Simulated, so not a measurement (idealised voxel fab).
process module | voxel transistor to metal
cross-section cut | 280 nm wide | cells 5 nm
A cross-section is a grid of square cells, given in bands from the top down. A band is one or more rows of cells.
Each band's line starts with the height of the band's top and of its bottom, in nm. Then come its materials from left to right, each with its width in nm. One material with "throughout" fills the band from edge to edge. "air" is empty space.
Height 0 is the level under which the wafer as received is all one material. The lowest band goes on downwards, as in "0 down".
A width such as "30 to 40" changes by the same amount from each row of cells to the next, from the band's top row to its bottom row.
"no change" after a step means that no cell of the cross-section changed.
closed voids: empty space of 8 cells or more with no open way to the top, each as width x height at its distance from the left edge, in nm
after a step's settings: what the simulator itself notes on the step
overlay nm, on a step with a mask: how far to the right of its planned place the mask lay; to the left if negative
plan
1 op RECEIVE | material Si
2 op OXIDIZE | depth nm 5
3 op CONFORMAL_DEP | material SiN | thk nm 10
4 op PATTERN | tone cover | mask id ACTIVE | material resist | width nm 105 | pitch nm 125 | thk nm 15 | overlay nm 0
5 op DIRECTIONAL_ETCH | etch materials SiN | depth nm 10
6 op DIRECTIONAL_ETCH | etch materials SiO2 | depth nm 5
7 op DIRECTIONAL_ETCH | etch materials Si | depth nm 30
8 op STRIP | etch materials resist
9 op OXIDIZE | depth nm 5
10 op FILL_DEP | material SiO2 | thk nm 15
11 op CMP | height nm 10
12 op SELECTIVE_ETCH | etch materials SiO2 | depth nm 5
13 op STRIP | etch materials SiN
14 op SELECTIVE_ETCH | etch materials SiO2 | depth nm 5
15 op OXIDIZE | depth nm 5
16 op DIRECTIONAL_DEP | material polySi | thk nm 20
17 op DIRECTIONAL_DEP | material SiCN | thk nm 15
18 op DIRECTIONAL_DEP | material aC | thk nm 15
19 op PATTERN | tone cover | mask id GATE | material resist | width nm 15 | pitch nm 125 | thk nm 30 | overlay nm 0
20 op DIRECTIONAL_ETCH | etch materials aC | depth nm 15
21 op STRIP | etch materials resist
22 op DIRECTIONAL_ETCH | etch materials SiCN | depth nm 25
23 op DIRECTIONAL_ETCH | etch materials polySi | depth nm 30
24 op STRIP | etch materials aC
25 op CONFORMAL_DEP | material SiO2 | thk nm 5
26 op DIRECTIONAL_ETCH | etch materials SiO2 | depth nm 5
27 op CONFORMAL_DEP | material SiN | thk nm 5
28 op DIRECTIONAL_ETCH | etch materials SiN | depth nm 5
29 op DIRECTIONAL_ETCH | etch materials SiO2 | depth nm 5
30 op DIRECTIONAL_ETCH | etch materials Si | depth nm 10
31 op EPI | material pSi | thk nm 15
32 op FILL_DEP | material SiO2 | thk nm 5
33 op CMP | height nm 30
34 op DIRECTIONAL_DEP | material SiO2 | thk nm 10
35 op MASKED_ETCH | tone open | mask id CONTACT | width nm 35 | etch materials SiO2 | depth nm 45 | overlay nm 0
36 op CONFORMAL_DEP | material TiN | thk nm 5
37 op FILL_DEP | material Ru | thk nm 10
38 op CMP | height nm 40
39 op DIRECTIONAL_DEP | material TiN | thk nm 5
40 op DIRECTIONAL_DEP | material W | thk nm 20
41 op MASKED_ETCH | tone cover | mask id METAL_1 | width nm 20 | etch materials W | depth nm 20 | overlay nm 0
42 op MASKED_ETCH | tone cover | mask id METAL_1 | width nm 20 | etch materials TiN | depth nm 5 | overlay nm 0
43 op FILL_DEP | material lowk | thk nm 5
44 op CMP | height nm 65
45 op CONFORMAL_DEP | material SiN | thk nm 5
first wafer, as planned
as received, after step 1
  0 down: Si throughout
  closed voids: none
after step 2
  0 to -5: SiO2 throughout
  below -5: unchanged
after step 3
  10 to 0: SiN throughout
  below 0: unchanged
after step 4
  25 to 10: air 25 | resist 105 | air 20 | resist 105 | air 25
  below 10: unchanged
after step 5
  25 to 10: air 25 | resist 105 | air 20 | resist 105 | air 25
  10 to 0: air 25 | SiN 105 | air 20 | SiN 105 | air 25
  below 0: unchanged
after step 6
  25 to 10: air 25 | resist 105 | air 20 | resist 105 | air 25
  10 to 0: air 25 | SiN 105 | air 20 | SiN 105 | air 25
  0 to -5: air 25 | SiO2 105 | air 20 | SiO2 105 | air 25
  below -5: unchanged
after step 7
  25 to 10: air 25 | resist 105 | air 20 | resist 105 | air 25
  10 to 0: air 25 | SiN 105 | air 20 | SiN 105 | air 25
  0 to -5: air 25 | SiO2 105 | air 20 | SiO2 105 | air 25
  -5 to -35: air 25 | Si 105 | air 20 | Si 105 | air 25
  below -35: unchanged
after step 8
  10 to 0: air 25 | SiN 105 | air 20 | SiN 105 | air 25
  below 0: unchanged
after step 9
  10 to 0: air 25 | SiN 105 | air 20 | SiN 105 | air 25
  0 to -5: air 25 | SiO2 105 | air 20 | SiO2 105 | air 25
  -5 to -35: air 25 | SiO2 5 | Si 95 | SiO2 5 | air 20 | SiO2 5 | Si 95 | SiO2 5 | air 25
  -35 to -40: SiO2 30 | Si 95 | SiO2 30 | Si 95 | SiO2 30
  below -40: unchanged
after step 10
  25 to 10: SiO2 throughout
  10 to 0: SiO2 25 | SiN 105 | SiO2 20 | SiN 105 | SiO2 25
  0 to -5: SiO2 throughout
  -5 to -40: SiO2 30 | Si 95 | SiO2 30 | Si 95 | SiO2 30
  below -40: unchanged
after step 11
  10 to 0: SiO2 25 | SiN 105 | SiO2 20 | SiN 105 | SiO2 25
  below 0: unchanged
after step 12
  10 to 5: air 25 | SiN 105 | air 20 | SiN 105 | air 25
  below 5: unchanged
after step 13
  5 to 0: SiO2 25 | air 105 | SiO2 20 | air 105 | SiO2 25
  below 0: unchanged
after step 14
  0 to -5: SiO2 20 | air 115 | SiO2 10 | air 115 | SiO2 20
  below -5: unchanged
after step 15
  0 to -5: SiO2 20 | air 115 | SiO2 10 | air 115 | SiO2 20
  -5 to -10: SiO2 throughout
  below -10: unchanged
after step 16
  20 to 15: polySi 20 | air 115 | polySi 10 | air 115 | polySi 20
  15 to 0: polySi throughout
  0 to -5: SiO2 20 | polySi 115 | SiO2 10 | polySi 115 | SiO2 20
  below -5: unchanged
after step 17
  35 to 30: SiCN 20 | air 115 | SiCN 10 | air 115 | SiCN 20
  30 to 20: SiCN throughout
  20 to 15: polySi 20 | SiCN 115 | polySi 10 | SiCN 115 | polySi 20
  below 15: unchanged
after step 18
  50 to 45: aC 20 | air 115 | aC 10 | air 115 | aC 20
  45 to 35: aC throughout
  35 to 30: SiCN 20 | aC 115 | SiCN 10 | aC 115 | SiCN 20
  below 30: unchanged
after step 19
  80 to 50: air 70 | resist 15 | air 110 | resist 15 | air 70
  50 to 45: aC 20 | air 50 | resist 15 | air 50 | aC 10 | air 50 | resist 15 | air 50 | aC 20
  below 45: unchanged
after step 20
  65 to 45: air 70 | resist 15 | air 110 | resist 15 | air 70
  45 to 35: air 70 | aC 15 | air 110 | aC 15 | air 70
  35 to 30: SiCN 20 | air 50 | aC 15 | air 50 | SiCN 10 | air 50 | aC 15 | air 50 | SiCN 20
  below 30: unchanged
after step 21
  45 to 35: air 70 | aC 15 | air 110 | aC 15 | air 70
  below 35: unchanged
after step 22
  45 to 30: air 70 | aC 15 | air 110 | aC 15 | air 70
  30 to 20: air 70 | SiCN 15 | air 110 | SiCN 15 | air 70
  20 to 15: polySi 20 | air 50 | SiCN 15 | air 50 | polySi 10 | air 50 | SiCN 15 | air 50 | polySi 20
  below 15: unchanged
after step 23
  45 to 30: air 70 | aC 15 | air 110 | aC 15 | air 70
  30 to 15: air 70 | SiCN 15 | air 110 | SiCN 15 | air 70
  15 to 0: air 70 | polySi 15 | air 110 | polySi 15 | air 70
  0 to -5: SiO2 20 | air 50 | polySi 15 | air 50 | SiO2 10 | air 50 | polySi 15 | air 50 | SiO2 20
  below -5: unchanged
after step 24
  30 to 15: air 70 | SiCN 15 | air 110 | SiCN 15 | air 70
  below 15: unchanged
after step 25
  35 to 30: air 65 | SiO2 25 | air 100 | SiO2 25 | air 65
  30 to 15: air 65 | SiO2 5 | SiCN 15 | SiO2 5 | air 100 | SiO2 5 | SiCN 15 | SiO2 5 | air 65
  15 to 5: air 65 | SiO2 5 | polySi 15 | SiO2 5 | air 100 | SiO2 5 | polySi 15 | SiO2 5 | air 65
  5 to 0: SiO2 25 | air 40 | SiO2 5 | polySi 15 | SiO2 5 | air 40 | SiO2 20 | air 40 | SiO2 5 | polySi 15 | SiO2 5 | air 40 | SiO2 25
  0 to -5: SiO2 70 | polySi 15 | SiO2 110 | polySi 15 | SiO2 70
  below -5: unchanged
after step 26
  30 to 15: air 65 | SiO2 5 | SiCN 15 | SiO2 5 | air 100 | SiO2 5 | SiCN 15 | SiO2 5 | air 65
  15 to 0: air 65 | SiO2 5 | polySi 15 | SiO2 5 | air 100 | SiO2 5 | polySi 15 | SiO2 5 | air 65
  0 to -5: SiO2 25 | air 40 | SiO2 5 | polySi 15 | SiO2 5 | air 40 | SiO2 20 | air 40 | SiO2 5 | polySi 15 | SiO2 5 | air 40 | SiO2 25
  below -5: unchanged
after step 27
  35 to 30: air 60 | SiN 35 | air 90 | SiN 35 | air 60
  30 to 15: air 60 | SiN 5 | SiO2 5 | SiCN 15 | SiO2 5 | SiN 5 | air 90 | SiN 5 | SiO2 5 | SiCN 15 | SiO2 5 | SiN 5 | air 60
  15 to 5: air 60 | SiN 5 | SiO2 5 | polySi 15 | SiO2 5 | SiN 5 | air 90 | SiN 5 | SiO2 5 | polySi 15 | SiO2 5 | SiN 5 | air 60
  5 to 0: SiN 30 | air 30 | SiN 5 | SiO2 5 | polySi 15 | SiO2 5 | SiN 5 | air 30 | SiN 30 | air 30 | SiN 5 | SiO2 5 | polySi 15 | SiO2 5 | SiN 5 | air 30 | SiN 30
  0 to -5: SiO2 25 | SiN 40 | SiO2 5 | polySi 15 | SiO2 5 | SiN 40 | SiO2 20 | SiN 40 | SiO2 5 | polySi 15 | SiO2 5 | SiN 40 | SiO2 25
  below -5: unchanged
after step 28
  30 to 15: air 60 | SiN 5 | SiO2 5 | SiCN 15 | SiO2 5 | SiN 5 | air 90 | SiN 5 | SiO2 5 | SiCN 15 | SiO2 5 | SiN 5 | air 60
  15 to 0: air 60 | SiN 5 | SiO2 5 | polySi 15 | SiO2 5 | SiN 5 | air 90 | SiN 5 | SiO2 5 | polySi 15 | SiO2 5 | SiN 5 | air 60
  0 to -5: SiO2 25 | SiN 5 | air 30 | SiN 5 | SiO2 5 | polySi 15 | SiO2 5 | SiN 5 | air 30 | SiN 5 | SiO2 20 | SiN 5 | air 30 | SiN 5 | SiO2 5 | polySi 15 | SiO2 5 | SiN 5 | air 30 | SiN 5 | SiO2 25
  below -5: unchanged
after step 29
  30 to 25: air 60 | SiN 5 | air 5 | SiCN 15 | air 5 | SiN 5 | air 90 | SiN 5 | air 5 | SiCN 15 | air 5 | SiN 5 | air 60
  25 to 15: air 60 | SiN 5 | SiO2 5 | SiCN 15 | SiO2 5 | SiN 5 | air 90 | SiN 5 | SiO2 5 | SiCN 15 | SiO2 5 | SiN 5 | air 60
  15 to 0: air 60 | SiN 5 | SiO2 5 | polySi 15 | SiO2 5 | SiN 5 | air 90 | SiN 5 | SiO2 5 | polySi 15 | SiO2 5 | SiN 5 | air 60
  0 to -5: air 25 | SiN 5 | air 30 | SiN 5 | SiO2 5 | polySi 15 | SiO2 5 | SiN 5 | air 30 | SiN 5 | air 20 | SiN 5 | air 30 | SiN 5 | SiO2 5 | polySi 15 | SiO2 5 | SiN 5 | air 30 | SiN 5 | air 25
  -5 to -10: SiO2 30 | air 30 | SiO2 35 | air 30 | SiO2 30 | air 30 | SiO2 35 | air 30 | SiO2 30
  below -10: unchanged
after step 30
  30 to 25: air 60 | SiN 5 | air 5 | SiCN 15 | air 5 | SiN 5 | air 90 | SiN 5 | air 5 | SiCN 15 | air 5 | SiN 5 | air 60
  25 to 15: air 60 | SiN 5 | SiO2 5 | SiCN 15 | SiO2 5 | SiN 5 | air 90 | SiN 5 | SiO2 5 | SiCN 15 | SiO2 5 | SiN 5 | air 60
  15 to 0: air 60 | SiN 5 | SiO2 5 | polySi 15 | SiO2 5 | SiN 5 | air 90 | SiN 5 | SiO2 5 | polySi 15 | SiO2 5 | SiN 5 | air 60
  0 to -5: air 25 | SiN 5 | air 30 | SiN 5 | SiO2 5 | polySi 15 | SiO2 5 | SiN 5 | air 30 | SiN 5 | air 20 | SiN 5 | air 30 | SiN 5 | SiO2 5 | polySi 15 | SiO2 5 | SiN 5 | air 30 | SiN 5 | air 25
  -5 to -10: SiO2 30 | air 30 | SiO2 35 | air 30 | SiO2 30 | air 30 | SiO2 35 | air 30 | SiO2 30
  -10 to -20: SiO2 30 | air 30 | Si 35 | air 30 | SiO2 30 | air 30 | Si 35 | air 30 | SiO2 30
  below -20: unchanged
after step 31
  30 to 25: air 60 | SiN 5 | air 5 | SiCN 15 | air 5 | SiN 5 | air 90 | SiN 5 | air 5 | SiCN 15 | air 5 | SiN 5 | air 60
  25 to 15: air 60 | SiN 5 | SiO2 5 | SiCN 15 | SiO2 5 | SiN 5 | air 90 | SiN 5 | SiO2 5 | SiCN 15 | SiO2 5 | SiN 5 | air 60
  15 to 5: air 60 | SiN 5 | SiO2 5 | polySi 15 | SiO2 5 | SiN 5 | air 90 | SiN 5 | SiO2 5 | polySi 15 | SiO2 5 | SiN 5 | air 60
  5 to 0: air 45 | pSi 15 | SiN 5 | SiO2 5 | polySi 15 | SiO2 5 | SiN 5 | pSi 15 | air 60 | pSi 15 | SiN 5 | SiO2 5 | polySi 15 | SiO2 5 | SiN 5 | pSi 15 | air 45
  0 to -5: air 25 | SiN 5 | air 15 | pSi 15 | SiN 5 | SiO2 5 | polySi 15 | SiO2 5 | SiN 5 | pSi 15 | air 15 | SiN 5 | air 20 | SiN 5 | air 15 | pSi 15 | SiN 5 | SiO2 5 | polySi 15 | SiO2 5 | SiN 5 | pSi 15 | air 15 | SiN 5 | air 25
  -5 to -10: SiO2 30 | pSi 30 | SiO2 35 | pSi 30 | SiO2 30 | pSi 30 | SiO2 35 | pSi 30 | SiO2 30
  -10 to -20: SiO2 30 | pSi 30 | Si 35 | pSi 30 | SiO2 30 | pSi 30 | Si 35 | pSi 30 | SiO2 30
  below -20: unchanged
after step 32
  35 to 30: SiO2 throughout
  30 to 15: SiO2 60 | SiN 5 | SiO2 5 | SiCN 15 | SiO2 5 | SiN 5 | SiO2 90 | SiN 5 | SiO2 5 | SiCN 15 | SiO2 5 | SiN 5 | SiO2 60
  15 to 5: SiO2 60 | SiN 5 | SiO2 5 | polySi 15 | SiO2 5 | SiN 5 | SiO2 90 | SiN 5 | SiO2 5 | polySi 15 | SiO2 5 | SiN 5 | SiO2 60
  5 to 0: SiO2 45 | pSi 15 | SiN 5 | SiO2 5 | polySi 15 | SiO2 5 | SiN 5 | pSi 15 | SiO2 60 | pSi 15 | SiN 5 | SiO2 5 | polySi 15 | SiO2 5 | SiN 5 | pSi 15 | SiO2 45
  0 to -5: SiO2 25 | SiN 5 | SiO2 15 | pSi 15 | SiN 5 | SiO2 5 | polySi 15 | SiO2 5 | SiN 5 | pSi 15 | SiO2 15 | SiN 5 | SiO2 20 | SiN 5 | SiO2 15 | pSi 15 | SiN 5 | SiO2 5 | polySi 15 | SiO2 5 | SiN 5 | pSi 15 | SiO2 15 | SiN 5 | SiO2 25
  below -5: unchanged
after step 33
  30 to 15: SiO2 60 | SiN 5 | SiO2 5 | SiCN 15 | SiO2 5 | SiN 5 | SiO2 90 | SiN 5 | SiO2 5 | SiCN 15 | SiO2 5 | SiN 5 | SiO2 60
  below 15: unchanged
after step 34
  40 to 30: SiO2 throughout
  below 30: unchanged
after step 35
  40 to 30: SiO2 30 | air 35 | SiO2 25 | air 35 | SiO2 30 | air 35 | SiO2 25 | air 35 | SiO2 30
  30 to 15: SiO2 30 | air 30 | SiN 5 | SiO2 5 | SiCN 15 | SiO2 5 | SiN 5 | air 30 | SiO2 30 | air 30 | SiN 5 | SiO2 5 | SiCN 15 | SiO2 5 | SiN 5 | air 30 | SiO2 30
  15 to 5: SiO2 30 | air 30 | SiN 5 | SiO2 5 | polySi 15 | SiO2 5 | SiN 5 | air 30 | SiO2 30 | air 30 | SiN 5 | SiO2 5 | polySi 15 | SiO2 5 | SiN 5 | air 30 | SiO2 30
  5 to 0: SiO2 30 | air 15 | pSi 15 | SiN 5 | SiO2 5 | polySi 15 | SiO2 5 | SiN 5 | pSi 15 | air 15 | SiO2 30 | air 15 | pSi 15 | SiN 5 | SiO2 5 | polySi 15 | SiO2 5 | SiN 5 | pSi 15 | air 15 | SiO2 30
  0 to -5: SiO2 25 | SiN 5 | air 15 | pSi 15 | SiN 5 | SiO2 5 | polySi 15 | SiO2 5 | SiN 5 | pSi 15 | air 15 | SiN 5 | SiO2 20 | SiN 5 | air 15 | pSi 15 | SiN 5 | SiO2 5 | polySi 15 | SiO2 5 | SiN 5 | pSi 15 | air 15 | SiN 5 | SiO2 25
  below -5: unchanged
after step 36
  45 to 40: TiN 35 | air 25 | TiN 35 | air 25 | TiN 40 | air 25 | TiN 35 | air 25 | TiN 35
  40 to 30: SiO2 30 | TiN 5 | air 25 to 20 | TiN 5 to 10 | SiO2 25 | TiN 5 to 10 | air 25 to 20 | TiN 5 | SiO2 30 | TiN 5 | air 25 to 20 | TiN 5 to 10 | SiO2 25 | TiN 5 to 10 | air 25 to 20 | TiN 5 | SiO2 30
  30 to 15: SiO2 30 | TiN 5 | air 20 | TiN 5 | SiN 5 | SiO2 5 | SiCN 15 | SiO2 5 | SiN 5 | TiN 5 | air 20 | TiN 5 | SiO2 30 | TiN 5 | air 20 | TiN 5 | SiN 5 | SiO2 5 | SiCN 15 | SiO2 5 | SiN 5 | TiN 5 | air 20 | TiN 5 | SiO2 30
  15 to 5: SiO2 30 | TiN 5 | air 20 to 5 | TiN 5 to 20 | SiN 5 | SiO2 5 | polySi 15 | SiO2 5 | SiN 5 | TiN 5 to 20 | air 20 to 5 | TiN 5 | SiO2 30 | TiN 5 | air 20 to 5 | TiN 5 to 20 | SiN 5 | SiO2 5 | polySi 15 | SiO2 5 | SiN 5 | TiN 5 to 20 | air 20 to 5 | TiN 5 | SiO2 30
  5 to 0: SiO2 30 | TiN 5 | air 5 | TiN 5 | pSi 15 | SiN 5 | SiO2 5 | polySi 15 | SiO2 5 | SiN 5 | pSi 15 | TiN 5 | air 5 | TiN 5 | SiO2 30 | TiN 5 | air 5 | TiN 5 | pSi 15 | SiN 5 | SiO2 5 | polySi 15 | SiO2 5 | SiN 5 | pSi 15 | TiN 5 | air 5 | TiN 5 | SiO2 30
  0 to -5: SiO2 25 | SiN 5 | TiN 15 | pSi 15 | SiN 5 | SiO2 5 | polySi 15 | SiO2 5 | SiN 5 | pSi 15 | TiN 15 | SiN 5 | SiO2 20 | SiN 5 | TiN 15 | pSi 15 | SiN 5 | SiO2 5 | polySi 15 | SiO2 5 | SiN 5 | pSi 15 | TiN 15 | SiN 5 | SiO2 25
  below -5: unchanged
after step 37
  55 to 45: Ru throughout
  45 to 40: TiN 35 | Ru 25 | TiN 35 | Ru 25 | TiN 40 | Ru 25 | TiN 35 | Ru 25 | TiN 35
  40 to 30: SiO2 30 | TiN 5 | Ru 25 to 20 | TiN 5 to 10 | SiO2 25 | TiN 5 to 10 | Ru 25 to 20 | TiN 5 | SiO2 30 | TiN 5 | Ru 25 to 20 | TiN 5 to 10 | SiO2 25 | TiN 5 to 10 | Ru 25 to 20 | TiN 5 | SiO2 30
  30 to 15: SiO2 30 | TiN 5 | Ru 20 | TiN 5 | SiN 5 | SiO2 5 | SiCN 15 | SiO2 5 | SiN 5 | TiN 5 | Ru 20 | TiN 5 | SiO2 30 | TiN 5 | Ru 20 | TiN 5 | SiN 5 | SiO2 5 | SiCN 15 | SiO2 5 | SiN 5 | TiN 5 | Ru 20 | TiN 5 | SiO2 30
  15 to 5: SiO2 30 | TiN 5 | Ru 20 to 5 | TiN 5 to 20 | SiN 5 | SiO2 5 | polySi 15 | SiO2 5 | SiN 5 | TiN 5 to 20 | Ru 20 to 5 | TiN 5 | SiO2 30 | TiN 5 | Ru 20 to 5 | TiN 5 to 20 | SiN 5 | SiO2 5 | polySi 15 | SiO2 5 | SiN 5 | TiN 5 to 20 | Ru 20 to 5 | TiN 5 | SiO2 30
  5 to 0: SiO2 30 | TiN 5 | Ru 5 | TiN 5 | pSi 15 | SiN 5 | SiO2 5 | polySi 15 | SiO2 5 | SiN 5 | pSi 15 | TiN 5 | Ru 5 | TiN 5 | SiO2 30 | TiN 5 | Ru 5 | TiN 5 | pSi 15 | SiN 5 | SiO2 5 | polySi 15 | SiO2 5 | SiN 5 | pSi 15 | TiN 5 | Ru 5 | TiN 5 | SiO2 30
  below 0: unchanged
after step 38
  40 to 30: SiO2 30 | TiN 5 | Ru 25 to 20 | TiN 5 to 10 | SiO2 25 | TiN 5 to 10 | Ru 25 to 20 | TiN 5 | SiO2 30 | TiN 5 | Ru 25 to 20 | TiN 5 to 10 | SiO2 25 | TiN 5 to 10 | Ru 25 to 20 | TiN 5 | SiO2 30
  below 30: unchanged
after step 39
  45 to 40: TiN throughout
  below 40: unchanged
after step 40
  65 to 45: W throughout
  below 45: unchanged
after step 41
  65 to 45: air 30 | W 20 | air 55 | W 20 | air 30 | W 20 | air 55 | W 20 | air 30
  below 45: unchanged
after step 42
  65 to 45: air 30 | W 20 | air 55 | W 20 | air 30 | W 20 | air 55 | W 20 | air 30
  45 to 40: air 30 | TiN 20 | air 55 | TiN 20 | air 30 | TiN 20 | air 55 | TiN 20 | air 30
  below 40: unchanged
after step 43
  70 to 65: lowk throughout
  65 to 45: lowk 30 | W 20 | lowk 55 | W 20 | lowk 30 | W 20 | lowk 55 | W 20 | lowk 30
  45 to 40: lowk 30 | TiN 20 | lowk 55 | TiN 20 | lowk 30 | TiN 20 | lowk 55 | TiN 20 | lowk 30
  below 40: unchanged
after step 44
  65 to 45: lowk 30 | W 20 | lowk 55 | W 20 | lowk 30 | W 20 | lowk 55 | W 20 | lowk 30
  below 45: unchanged
after step 45
  70 to 65: SiN throughout
  below 65: unchanged
second wafer: like start, like plan, one mistake. Through step 26 it matches the first wafer
when step 27 should have ended
  35 to 30: air 60 | lowk 35 | air 90 | lowk 35 | air 60
  30 to 15: air 60 | lowk 5 | SiO2 5 | SiCN 15 | SiO2 5 | lowk 5 | air 90 | lowk 5 | SiO2 5 | SiCN 15 | SiO2 5 | lowk 5 | air 60
  15 to 5: air 60 | lowk 5 | SiO2 5 | polySi 15 | SiO2 5 | lowk 5 | air 90 | lowk 5 | SiO2 5 | polySi 15 | SiO2 5 | lowk 5 | air 60
  5 to 0: lowk 30 | air 30 | lowk 5 | SiO2 5 | polySi 15 | SiO2 5 | lowk 5 | air 30 | lowk 30 | air 30 | lowk 5 | SiO2 5 | polySi 15 | SiO2 5 | lowk 5 | air 30 | lowk 30
  0 to -5: SiO2 25 | lowk 40 | SiO2 5 | polySi 15 | SiO2 5 | lowk 40 | SiO2 20 | lowk 40 | SiO2 5 | polySi 15 | SiO2 5 | lowk 40 | SiO2 25
  below -5: unchanged
when step 28 should have ended: no change
when step 29 should have ended: no change
when step 30 should have ended: no change
when step 31 should have ended: no change
when step 32 should have ended
  40 to 35: SiO2 throughout
  35 to 30: SiO2 60 | lowk 35 | SiO2 90 | lowk 35 | SiO2 60
  30 to 15: SiO2 60 | lowk 5 | SiO2 5 | SiCN 15 | SiO2 5 | lowk 5 | SiO2 90 | lowk 5 | SiO2 5 | SiCN 15 | SiO2 5 | lowk 5 | SiO2 60
  15 to 5: SiO2 60 | lowk 5 | SiO2 5 | polySi 15 | SiO2 5 | lowk 5 | SiO2 90 | lowk 5 | SiO2 5 | polySi 15 | SiO2 5 | lowk 5 | SiO2 60
  5 to 0: lowk 30 | SiO2 30 | lowk 5 | SiO2 5 | polySi 15 | SiO2 5 | lowk 5 | SiO2 30 | lowk 30 | SiO2 30 | lowk 5 | SiO2 5 | polySi 15 | SiO2 5 | lowk 5 | SiO2 30 | lowk 30
  below 0: unchanged
when step 33 should have ended
  30 to 15: SiO2 60 | lowk 5 | SiO2 5 | SiCN 15 | SiO2 5 | lowk 5 | SiO2 90 | lowk 5 | SiO2 5 | SiCN 15 | SiO2 5 | lowk 5 | SiO2 60
  below 15: unchanged
when step 34 should have ended
  40 to 30: SiO2 throughout
  below 30: unchanged
when step 35 should have ended
  40 to 30: SiO2 30 | air 35 | SiO2 25 | air 35 | SiO2 30 | air 35 | SiO2 25 | air 35 | SiO2 30
  30 to 15: SiO2 30 | air 30 | lowk 5 | SiO2 5 | SiCN 15 | SiO2 5 | lowk 5 | air 30 | SiO2 30 | air 30 | lowk 5 | SiO2 5 | SiCN 15 | SiO2 5 | lowk 5 | air 30 | SiO2 30
  15 to 5: SiO2 30 | air 30 | lowk 5 | SiO2 5 | polySi 15 | SiO2 5 | lowk 5 | air 30 | SiO2 30 | air 30 | lowk 5 | SiO2 5 | polySi 15 | SiO2 5 | lowk 5 | air 30 | SiO2 30
  5 to 0: lowk 30 | air 30 | lowk 5 | SiO2 5 | polySi 15 | SiO2 5 | lowk 5 | air 30 | lowk 30 | air 30 | lowk 5 | SiO2 5 | polySi 15 | SiO2 5 | lowk 5 | air 30 | lowk 30
  below 0: unchanged
when step 36 should have ended
  45 to 40: TiN 35 | air 25 | TiN 35 | air 25 | TiN 40 | air 25 | TiN 35 | air 25 | TiN 35
  40 to 30: SiO2 30 | TiN 5 | air 25 to 20 | TiN 5 to 10 | SiO2 25 | TiN 5 to 10 | air 25 to 20 | TiN 5 | SiO2 30 | TiN 5 | air 25 to 20 | TiN 5 to 10 | SiO2 25 | TiN 5 to 10 | air 25 to 20 | TiN 5 | SiO2 30
  30 to 15: SiO2 30 | TiN 5 | air 20 | TiN 5 | lowk 5 | SiO2 5 | SiCN 15 | SiO2 5 | lowk 5 | TiN 5 | air 20 | TiN 5 | SiO2 30 | TiN 5 | air 20 | TiN 5 | lowk 5 | SiO2 5 | SiCN 15 | SiO2 5 | lowk 5 | TiN 5 | air 20 | TiN 5 | SiO2 30
  15 to 5: SiO2 30 | TiN 5 | air 20 | TiN 5 | lowk 5 | SiO2 5 | polySi 15 | SiO2 5 | lowk 5 | TiN 5 | air 20 | TiN 5 | SiO2 30 | TiN 5 | air 20 | TiN 5 | lowk 5 | SiO2 5 | polySi 15 | SiO2 5 | lowk 5 | TiN 5 | air 20 | TiN 5 | SiO2 30
  5 to 0: lowk 30 | TiN 30 | lowk 5 | SiO2 5 | polySi 15 | SiO2 5 | lowk 5 | TiN 30 | lowk 30 | TiN 30 | lowk 5 | SiO2 5 | polySi 15 | SiO2 5 | lowk 5 | TiN 30 | lowk 30
  below 0: unchanged
when step 37 should have ended
  55 to 45: Ru throughout
  45 to 40: TiN 35 | Ru 25 | TiN 35 | Ru 25 | TiN 40 | Ru 25 | TiN 35 | Ru 25 | TiN 35
  40 to 30: SiO2 30 | TiN 5 | Ru 25 to 20 | TiN 5 to 10 | SiO2 25 | TiN 5 to 10 | Ru 25 to 20 | TiN 5 | SiO2 30 | TiN 5 | Ru 25 to 20 | TiN 5 to 10 | SiO2 25 | TiN 5 to 10 | Ru 25 to 20 | TiN 5 | SiO2 30
  30 to 15: SiO2 30 | TiN 5 | Ru 20 | TiN 5 | lowk 5 | SiO2 5 | SiCN 15 | SiO2 5 | lowk 5 | TiN 5 | Ru 20 | TiN 5 | SiO2 30 | TiN 5 | Ru 20 | TiN 5 | lowk 5 | SiO2 5 | SiCN 15 | SiO2 5 | lowk 5 | TiN 5 | Ru 20 | TiN 5 | SiO2 30
  15 to 5: SiO2 30 | TiN 5 | Ru 20 | TiN 5 | lowk 5 | SiO2 5 | polySi 15 | SiO2 5 | lowk 5 | TiN 5 | Ru 20 | TiN 5 | SiO2 30 | TiN 5 | Ru 20 | TiN 5 | lowk 5 | SiO2 5 | polySi 15 | SiO2 5 | lowk 5 | TiN 5 | Ru 20 | TiN 5 | SiO2 30
  below 5: unchanged
when step 38 should have ended
  40 to 30: SiO2 30 | TiN 5 | Ru 25 to 20 | TiN 5 to 10 | SiO2 25 | TiN 5 to 10 | Ru 25 to 20 | TiN 5 | SiO2 30 | TiN 5 | Ru 25 to 20 | TiN 5 to 10 | SiO2 25 | TiN 5 to 10 | Ru 25 to 20 | TiN 5 | SiO2 30
  below 30: unchanged
when step 39 should have ended
  45 to 40: TiN throughout
  below 40: unchanged
when step 40 should have ended
  65 to 45: W throughout
  below 45: unchanged
when step 41 should have ended
  65 to 45: air 30 | W 20 | air 55 | W 20 | air 30 | W 20 | air 55 | W 20 | air 30
  below 45: unchanged
when step 42 should have ended
  65 to 45: air 30 | W 20 | air 55 | W 20 | air 30 | W 20 | air 55 | W 20 | air 30
  45 to 40: air 30 | TiN 20 | air 55 | TiN 20 | air 30 | TiN 20 | air 55 | TiN 20 | air 30
  below 40: unchanged
when step 43 should have ended
  70 to 65: lowk throughout
  65 to 45: lowk 30 | W 20 | lowk 55 | W 20 | lowk 30 | W 20 | lowk 55 | W 20 | lowk 30
  45 to 40: lowk 30 | TiN 20 | lowk 55 | TiN 20 | lowk 30 | TiN 20 | lowk 55 | TiN 20 | lowk 30
  below 40: unchanged
when step 44 should have ended
  65 to 45: lowk 30 | W 20 | lowk 55 | W 20 | lowk 30 | W 20 | lowk 55 | W 20 | lowk 30
  below 45: unchanged
when step 45 should have ended
  70 to 65: SiN throughout
  below 65: unchanged
what went wrong: step 27 ran as: op CONFORMAL_DEP | material lowk | thk nm 5
at the end the second wafer has, in cells: 8 more of Ru | 48 more of Si | 32 fewer of SiN | 6 more of SiO2 | 8 fewer of TiN | 74 more of lowk | 96 fewer of pSi
